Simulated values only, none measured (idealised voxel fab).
Name of the process module below: voxel capacitor over wiring
cross-section cut | 300 nm wide | cells 5 nm
Think of the cross-section as a grid of square cells. We describe it in bands, top to bottom, and each band covers one or more rows of those cells.
The band entry comprises the height of the band's top followed by the height of its bottom, expressed in nm, and subsequently the band's materials from left to right, each stated together with its width in nm. Where a single material is marked with the word "all across", that material fills the band from edge to edge. The word "air" represents empty space.
It should be noted that heights are counted from 0, beneath which the wafer as supplied is of one material throughout, and that the lowest band possesses no lower boundary but continues downward, as written in "from 0 down".
The expression "30..40" gives the width at the extremes of the band, the first number at its top row of cells and the second at its bottom row, with the width changing by equal amounts from each row to the next in between.
It should be understood that the words "remains unaltered", when stated for a given step, signify that the cross-section underwent no change in any of its cells during that step.
Trapped cavities: empty space of 8 cells or more with no open way to the top, each as width x height at its distance from the left edge, in nm
Past the settings on a step's line: simulator remark, on that step.
overlay nm: on a step with a mask, how far right of its planned place the mask lay; negative means left.
Process steps (planned):
step 1: RECEIVE,material Si
step 2: CONFORMAL_DEP,material SiO2,thk nm 15
step 3: CONFORMAL_DEP,material SiN,thk nm 5
step 4: DIRECTIONAL_DEP,material lowk,thk nm 20
step 5: DIRECTIONAL_DEP,material aC,thk nm 15
step 6: PATTERN,tone open,mask id METAL_1,material resist,width nm 20,pitch nm 85,thk nm 30,overlay nm 0
step 7: DIRECTIONAL_ETCH,etch materials aC,depth nm 15
step 8: STRIP,etch materials resist
step 9: DIRECTIONAL_ETCH,etch materials lowk,depth nm 20
step 10: DIRECTIONAL_ETCH,etch materials SiN,depth nm 5
step 11: STRIP,etch materials aC
step 12: CONFORMAL_DEP,material TiN,thk nm 5
step 13: FILL_DEP,material Cu,thk nm 10
step 14: CMP,height nm 40
step 15: CONFORMAL_DEP,material SiCN,thk nm 5
step 16: DIRECTIONAL_DEP,material lowk,thk nm 20
step 17: PATTERN,tone open,mask id PLUG_1,material resist,width nm 15,thk nm 20,overlay nm 0
step 18: DIRECTIONAL_ETCH,etch materials lowk,depth nm 20
step 19: DIRECTIONAL_ETCH,etch materials SiCN,depth nm 5
step 20: STRIP,etch materials resist
step 21: EPI,material Ru,thk nm 10
step 22: EPI,material Ru,thk nm 10
step 23: EPI,material Ru,thk nm 5
step 24: DIRECTIONAL_DEP,material TiN,thk nm 5
step 25: DIRECTIONAL_DEP,material SiN,thk nm 5
step 26: DIRECTIONAL_DEP,material TiN,thk nm 10
step 27: PATTERN,tone cover,mask id UPPER_PLATE,material resist,width nm 70,thk nm 15,overlay nm 0
step 28: DIRECTIONAL_ETCH,etch materials TiN,depth nm 10
step 29: DIRECTIONAL_ETCH,etch materials SiN,depth nm 5
step 30: STRIP,etch materials resist
step 31: MASKED_ETCH,tone cover,mask id LOWER_PLATE,width nm 80,etch materials TiN,depth nm 5,overlay nm 0
step 32: FILL_DEP,material SiO2,thk nm 20
step 33: CMP,height nm 100
step 34: MASKED_ETCH,tone open,mask id PLUG_2,width nm 15,etch materials SiO2,depth nm 15,overlay nm 0
step 35: CONFORMAL_DEP,material TiN,thk nm 5
step 36: FILL_DEP,material Cu,thk nm 10
step 37: CMP,height nm 100
step 38: CONFORMAL_DEP,material SiCN,thk nm 5
Wafer, first of two, run as planned:
Cross-section of the wafer upon arrival, representing the state reached after step 1:
from 0 down | Si all across
Trapped cavities: none
Sectional view: wafer, after step 2:
from 15 to 0 | SiO2 all across
At heights below 0, the structure remains unaltered.
Sectional view: wafer, after step 3:
from 20 to 15 | SiN all across
At heights below 15, the structure remains unaltered.
Sectional view: wafer, after step 4:
from 40 to 20 | lowk all across
At heights below 20, the structure remains unaltered.
Sectional view: wafer, after step 5:
from 55 to 40 | aC all across
At heights below 40, the structure remains unaltered.
Sectional view: wafer, after step 6:
from 85 to 55 | resist (95); air (20); resist (65); air (20); resist (100)
At heights below 55, the structure remains unaltered.
Sectional view: wafer, after step 7:
from 70 to 55 | resist (95); air (20); resist (65); air (20); resist (100)
from 55 to 40 | aC (95); air (20); aC (65); air (20); aC (100)
At heights below 40, the structure remains unaltered.
Sectional view: wafer, after step 8:
from 55 to 40 | aC (95); air (20); aC (65); air (20); aC (100)
At heights below 40, the structure remains unaltered.
Sectional view: wafer, after step 9:
from 55 to 40 | aC (95); air (20); aC (65); air (20); aC (100)
from 40 to 20 | lowk (95); air (20); lowk (65); air (20); lowk (100)
At heights below 20, the structure remains unaltered.
Sectional view: wafer, after step 10:
from 55 to 40 | aC (95); air (20); aC (65); air (20); aC (100)
from 40 to 20 | lowk (95); air (20); lowk (65); air (20); lowk (100)
from 20 to 15 | SiN (95); air (20); SiN (65); air (20); SiN (100)
At heights below 15, the structure remains unaltered.
Sectional view: wafer, after step 11:
from 40 to 20 | lowk (95); air (20); lowk (65); air (20); lowk (100)
At heights below 20, the structure remains unaltered.
Sectional view: wafer, after step 12:
from 45 to 40 | TiN (100); air (10); TiN (75); air (10); TiN (105)
from 40 to 20 | lowk (95); TiN (5); air (10); TiN (5); lowk (65); TiN (5); air (10); TiN (5); lowk (100)
from 20 to 15 | SiN (95); TiN (20); SiN (65); TiN (20); SiN (100)
At heights below 15, the structure remains unaltered.
Sectional view: wafer, after step 13:
from 55 to 45 | Cu all across
from 45 to 40 | TiN (100); Cu (10); TiN (75); Cu (10); TiN (105)
from 40 to 20 | lowk (95); TiN (5); Cu (10); TiN (5); lowk (65); TiN (5); Cu (10); TiN (5); lowk (100)
At heights below 20, the structure remains unaltered.
Sectional view: wafer, after step 14:
from 40 to 20 | lowk (95); TiN (5); Cu (10); TiN (5); lowk (65); TiN (5); Cu (10); TiN (5); lowk (100)
At heights below 20, the structure remains unaltered.
Sectional view: wafer, after step 15:
from 45 to 40 | SiCN all across
At heights below 40, the structure remains unaltered.
Sectional view: wafer, after step 16:
from 65 to 45 | lowk all across
At heights below 45, the structure remains unaltered.
Sectional view: wafer, after step 17:
from 85 to 65 | resist (100); air (15); resist (185)
At heights below 65, the structure remains unaltered.
Sectional view: wafer, after step 18:
from 85 to 65 | resist (100); air (15); resist (185)
from 65 to 45 | lowk (100); air (15); lowk (185)
At heights below 45, the structure remains unaltered.
Sectional view: wafer, after step 19:
from 85 to 65 | resist (100); air (15); resist (185)
from 65 to 45 | lowk (100); air (15); lowk (185)
from 45 to 40 | SiCN (100); air (15); SiCN (185)
At heights below 40, the structure remains unaltered.
Sectional view: wafer, after step 20:
from 65 to 45 | lowk (100); air (15); lowk (185)
At heights below 45, the structure remains unaltered.
Sectional view: wafer, after step 21:
from 65 to 50 | lowk (100); air (15); lowk (185)
from 50 to 45 | lowk (100); Ru (15); lowk (185)
from 45 to 40 | SiCN (100); Ru (15); SiCN (185)
At heights below 40, the structure remains unaltered.
Sectional view: wafer, after step 22:
from 65 to 60 | lowk (100); air (15); lowk (185)
from 60 to 45 | lowk (100); Ru (15); lowk (185)
At heights below 45, the structure remains unaltered.
Sectional view: wafer, after step 23:
from 65 to 45 | lowk (100); Ru (15); lowk (185)
At heights below 45, the structure remains unaltered.
Sectional view: wafer, after step 24:
from 70 to 65 | TiN all across
At heights below 65, the structure remains unaltered.
Sectional view: wafer, after step 25:
from 75 to 70 | SiN all across
At heights below 70, the structure remains unaltered.
Sectional view: wafer, after step 26:
from 85 to 75 | TiN all across
At heights below 75, the structure remains unaltered.
Sectional view: wafer, after step 27:
from 100 to 85 | air (100); resist (70); air (130)
At heights below 85, the structure remains unaltered.
Sectional view: wafer, after step 28:
from 100 to 85 | air (100); resist (70); air (130)
from 85 to 75 | air (100); TiN (70); air (130)
At heights below 75, the structure remains unaltered.
Sectional view: wafer, after step 29:
from 100 to 85 | air (100); resist (70); air (130)
from 85 to 75 | air (100); TiN (70); air (130)
from 75 to 70 | air (100); SiN (70); air (130)
At heights below 70, the structure remains unaltered.
Sectional view: wafer, after step 30:
from 85 to 75 | air (100); TiN (70); air (130)
At heights below 75, the structure remains unaltered.
Sectional view: wafer, after step 31:
from 85 to 75 | air (100); TiN (70); air (130)
from 75 to 70 | air (100); SiN (70); air (130)
from 70 to 65 | air (95); TiN (80); air (125)
At heights below 65, the structure remains unaltered.
Sectional view: wafer, after step 32:
from 105 to 85 | SiO2 all across
from 85 to 75 | SiO2 (100); TiN (70); SiO2 (130)
from 75 to 70 | SiO2 (100); SiN (70); SiO2 (130)
from 70 to 65 | SiO2 (95); TiN (80); SiO2 (125)
At heights below 65, the structure remains unaltered.
Sectional view: wafer, after step 33:
from 100 to 85 | SiO2 all across
At heights below 85, the structure remains unaltered.
Sectional view: wafer, after step 34:
from 100 to 85 | SiO2 (110); air (15); SiO2 (175)
At heights below 85, the structure remains unaltered.
Sectional view: wafer, after step 35:
from 105 to 100 | TiN (115); air (5); TiN (180)
from 100 to 90 | SiO2 (110); TiN (5); air (5); TiN (5); SiO2 (175)
from 90 to 85 | SiO2 (110); TiN (15); SiO2 (175)
At heights below 85, the structure remains unaltered.
Sectional view: wafer, after step 36:
from 115 to 105 | Cu all across
from 105 to 100 | TiN (115); Cu (5); TiN (180)
from 100 to 90 | SiO2 (110); TiN (5); Cu (5); TiN (5); SiO2 (175)
At heights below 90, the structure remains unaltered.
Sectional view: wafer, after step 37:
from 100 to 90 | SiO2 (110); TiN (5); Cu (5); TiN (5); SiO2 (175)
At heights below 90, the structure remains unaltered.
Sectional view: wafer, after step 38:
from 105 to 100 | SiCN all across
At heights below 100, the structure remains unaltered.
The remaining wafer, second of the two, started like the first and was run to the same plan, except that one mistake was made along the way; the two coincide through step 33, inclusive:
Cross-section of the second wafer corresponding to the planned conclusion of step 34:
from 100 to 85 | air (110); SiO2 (15); air (175)
At heights below 85, the structure remains unaltered.
Cross-section of the second wafer corresponding to the planned conclusion of step 35:
from 105 to 100 | air (105); TiN (25); air (170)
from 100 to 90 | air (105); TiN (5); SiO2 (15); TiN (5); air (170)
from 90 to 85 | TiN (110); SiO2 (15); TiN (175)
At heights below 85, the structure remains unaltered.
Cross-section of the second wafer corresponding to the planned conclusion of step 36:
from 115 to 105 | Cu all across
from 105 to 100 | Cu (105); TiN (25); Cu (170)
from 100 to 90 | Cu (105); TiN (5); SiO2 (15); TiN (5); Cu (170)
At heights below 90, the structure remains unaltered.
Cross-section of the second wafer corresponding to the planned conclusion of step 37:
from 100 to 90 | Cu (105); TiN (5); SiO2 (15); TiN (5); Cu (170)
At heights below 90, the structure remains unaltered.
Cross-section of the second wafer corresponding to the planned conclusion of step 38:
from 105 to 100 | SiCN all across
At heights below 100, the structure remains unaltered.
Plan not followed: planned and actual differ for step 34; actual: MASKED_ETCH,tone cover,mask id PLUG_2,width nm 15,etch materials SiO2,depth nm 15,overlay nm 0
Cell-count delta at end, second wafer over first, by material: +108 Cu | -162 SiO2 | +54 TiN
